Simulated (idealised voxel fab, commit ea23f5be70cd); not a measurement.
Documented hereafter: the process module known as voxel double patterning.
Xsec cut, 260 nm wide, square cell size 5 nm.
Format of a cross-section: grid, square cells. Given as bands. Order: top down. Band: one or more rows of cells.
Band: top and bottom heights (nm) first, top before bottom; then materials from left to right, widths in nm. "throughout" marks a sole material filling the band edge to edge. "empty" denotes empty space.
Note: height 0 marks the level under which the wafer is uniformly one material as received. Lowest band unbounded below, written "top 0, no bottom".
Note: "30 to 40" means the width goes from the first number (top row of the band) to the second number (bottom row) in equal steps per row of cells.
Reading "same as before" for a step: not a cell of the cross-section changed in it.
Empty spaces without an open route to the top, at least 8 cells in extent, make up the entry "Enclosed internal cavities"; each is given as width x height at distance, where the distance is measured from the left edge, and all are in nm.
Whatever follows a step's settings on its line is a remark the simulator itself makes about that step.
Among the settings permitted on a step's line is "overlay nm"; applied to a step with a mask, it specifies the extent to which the mask lay to the right of its planned position, whereas a negative figure signifies a position to the left.
Process steps (planned):
| 1 | RECEIVE, material Si |
| 2 | CONFORMAL_DEP, material SiO2, thk nm 5 |
| 3 | DIRECTIONAL_DEP, material TiN, thk nm 10 |
| 4 | DIRECTIONAL_DEP, material SiCN, thk nm 10 |
| 5 | DIRECTIONAL_DEP, material aC, thk nm 10 |
| 6 | PATTERN, tone open, mask id FIRST, material resist, width nm 15, pitch nm 50, thk nm 30, overlay nm 0 |
| 7 | DIRECTIONAL_ETCH, etch materials aC, depth nm 10 |
| 8 | STRIP, etch materials resist |
| 9 | DIRECTIONAL_ETCH, etch materials SiCN, depth nm 10 |
| 10 | STRIP, etch materials aC |
| 11 | PATTERN, tone open, mask id SECOND, material resist, width nm 15, thk nm 15, overlay nm 0 |
| 12 | DIRECTIONAL_ETCH, etch materials SiCN, depth nm 10 |
| 13 | STRIP, etch materials resist |
| 14 | DIRECTIONAL_ETCH, etch materials TiN, depth nm 10 |
| 15 | STRIP, etch materials SiCN |
So, the first of our two wafers, run just as we planned it:
As received (post step 1): cross-section:
- top 0, no bottom: Si throughout
- Enclosed internal cavities: none
Cross-sectional representation of the wafer at the conclusion of step 2:
- top 5, bottom 0: SiO2 throughout
- Rest of section, below 0: as before.
Cross-sectional representation of the wafer at the conclusion of step 3:
- top 15, bottom 5: TiN throughout
- Rest of section, below 5: as before.
Cross-sectional representation of the wafer at the conclusion of step 4:
- top 25, bottom 15: SiCN throughout
- Rest of section, below 15: as before.
Cross-sectional representation of the wafer at the conclusion of step 5:
- top 35, bottom 25: aC throughout
- Rest of section, below 25: as before.
Cross-sectional representation of the wafer at the conclusion of step 6:
- top 65, bottom 35: 95 nm resist, then 15 nm empty, then 35 nm resist, then 15 nm empty, then 100 nm resist
- Rest of section, below 35: as before.
Cross-sectional representation of the wafer at the conclusion of step 7:
- top 55, bottom 35: 95 nm resist, then 15 nm empty, then 35 nm resist, then 15 nm empty, then 100 nm resist
- top 35, bottom 25: 95 nm aC, then 15 nm empty, then 35 nm aC, then 15 nm empty, then 100 nm aC
- Rest of section, below 25: as before.
Cross-sectional representation of the wafer at the conclusion of step 8:
- top 35, bottom 25: 95 nm aC, then 15 nm empty, then 35 nm aC, then 15 nm empty, then 100 nm aC
- Rest of section, below 25: as before.
Cross-sectional representation of the wafer at the conclusion of step 9:
- top 35, bottom 25: 95 nm aC, then 15 nm empty, then 35 nm aC, then 15 nm empty, then 100 nm aC
- top 25, bottom 15: 95 nm SiCN, then 15 nm empty, then 35 nm SiCN, then 15 nm empty, then 100 nm SiCN
- Rest of section, below 15: as before.
Cross-sectional representation of the wafer at the conclusion of step 10:
- top 25, bottom 15: 95 nm SiCN, then 15 nm empty, then 35 nm SiCN, then 15 nm empty, then 100 nm SiCN
- Rest of section, below 15: as before.
Cross-sectional representation of the wafer at the conclusion of step 11:
- top 40, bottom 25: 120 nm resist, then 15 nm empty, then 125 nm resist
- top 25, bottom 15: 95 nm SiCN, then 15 nm resist, then 35 nm SiCN, then 15 nm resist, then 100 nm SiCN
- Rest of section, below 15: as before.
Cross-sectional representation of the wafer at the conclusion of step 12:
- top 40, bottom 25: 120 nm resist, then 15 nm empty, then 125 nm resist
- top 25, bottom 15: 95 nm SiCN, then 15 nm resist, then 10 nm SiCN, then 15 nm empty, then 10 nm SiCN, then 15 nm resist, then 100 nm SiCN
- Rest of section, below 15: as before.
Cross-sectional representation of the wafer at the conclusion of step 13:
- top 25, bottom 15: 95 nm SiCN, then 15 nm empty, then 10 nm SiCN, then 15 nm empty, then 10 nm SiCN, then 15 nm empty, then 100 nm SiCN
- Rest of section, below 15: as before.
Cross-sectional representation of the wafer at the conclusion of step 14:
- top 25, bottom 15: 95 nm SiCN, then 15 nm empty, then 10 nm SiCN, then 15 nm empty, then 10 nm SiCN, then 15 nm empty, then 100 nm SiCN
- top 15, bottom 5: 95 nm TiN, then 15 nm empty, then 10 nm TiN, then 15 nm empty, then 10 nm TiN, then 15 nm empty, then 100 nm TiN
- Rest of section, below 5: as before.
Cross-sectional representation of the wafer at the conclusion of step 15:
- top 15, bottom 5: 95 nm TiN, then 15 nm empty, then 10 nm TiN, then 15 nm empty, then 10 nm TiN, then 15 nm empty, then 100 nm TiN
- Rest of section, below 5: as before.
Second wafer, same starting state and plan as the first, one mistake in the run, identical through step 1:
At the planned end of step 2, the second wafer in cross-section:
- top 15, bottom 0: SiO2 throughout
- Rest of section, below 0: as before.
At the planned end of step 3, the second wafer in cross-section:
- top 25, bottom 15: TiN throughout
- Rest of section, below 15: as before.
At the planned end of step 4, the second wafer in cross-section:
- top 35, bottom 25: SiCN throughout
- Rest of section, below 25: as before.
At the planned end of step 5, the second wafer in cross-section:
- top 45, bottom 35: aC throughout
- Rest of section, below 35: as before.
At the planned end of step 6, the second wafer in cross-section:
- top 75, bottom 45: 95 nm resist, then 15 nm empty, then 35 nm resist, then 15 nm empty, then 100 nm resist
- Rest of section, below 45: as before.
At the planned end of step 7, the second wafer in cross-section:
- top 65, bottom 45: 95 nm resist, then 15 nm empty, then 35 nm resist, then 15 nm empty, then 100 nm resist
- top 45, bottom 35: 95 nm aC, then 15 nm empty, then 35 nm aC, then 15 nm empty, then 100 nm aC
- Rest of section, below 35: as before.
At the planned end of step 8, the second wafer in cross-section:
- top 45, bottom 35: 95 nm aC, then 15 nm empty, then 35 nm aC, then 15 nm empty, then 100 nm aC
- Rest of section, below 35: as before.
At the planned end of step 9, the second wafer in cross-section:
- top 45, bottom 35: 95 nm aC, then 15 nm empty, then 35 nm aC, then 15 nm empty, then 100 nm aC
- top 35, bottom 25: 95 nm SiCN, then 15 nm empty, then 35 nm SiCN, then 15 nm empty, then 100 nm SiCN
- Rest of section, below 25: as before.
At the planned end of step 10, the second wafer in cross-section:
- top 35, bottom 25: 95 nm SiCN, then 15 nm empty, then 35 nm SiCN, then 15 nm empty, then 100 nm SiCN
- Rest of section, below 25: as before.
At the planned end of step 11, the second wafer in cross-section:
- top 50, bottom 35: 120 nm resist, then 15 nm empty, then 125 nm resist
- top 35, bottom 25: 95 nm SiCN, then 15 nm resist, then 35 nm SiCN, then 15 nm resist, then 100 nm SiCN
- Rest of section, below 25: as before.
At the planned end of step 12, the second wafer in cross-section:
- top 50, bottom 35: 120 nm resist, then 15 nm empty, then 125 nm resist
- top 35, bottom 25: 95 nm SiCN, then 15 nm resist, then 10 nm SiCN, then 15 nm empty, then 10 nm SiCN, then 15 nm resist, then 100 nm SiCN
- Rest of section, below 25: as before.
At the planned end of step 13, the second wafer in cross-section:
- top 35, bottom 25: 95 nm SiCN, then 15 nm empty, then 10 nm SiCN, then 15 nm empty, then 10 nm SiCN, then 15 nm empty, then 100 nm SiCN
- Rest of section, below 25: as before.
At the planned end of step 14, the second wafer in cross-section:
- top 35, bottom 25: 95 nm SiCN, then 15 nm empty, then 10 nm SiCN, then 15 nm empty, then 10 nm SiCN, then 15 nm empty, then 100 nm SiCN
- top 25, bottom 15: 95 nm TiN, then 15 nm empty, then 10 nm TiN, then 15 nm empty, then 10 nm TiN, then 15 nm empty, then 100 nm TiN
- Rest of section, below 15: as before.
At the planned end of step 15, the second wafer in cross-section:
- top 25, bottom 15: 95 nm TiN, then 15 nm empty, then 10 nm TiN, then 15 nm empty, then 10 nm TiN, then 15 nm empty, then 100 nm TiN
- Rest of section, below 15: as before.
The mistake made against the process plan was this: so step 2 ended up running with a different setting than we planned, it ran as CONFORMAL_DEP, material SiO2, thk nm 15
End of process, cell counts, second wafer against first, materials with more or fewer: SiO2: 104 more
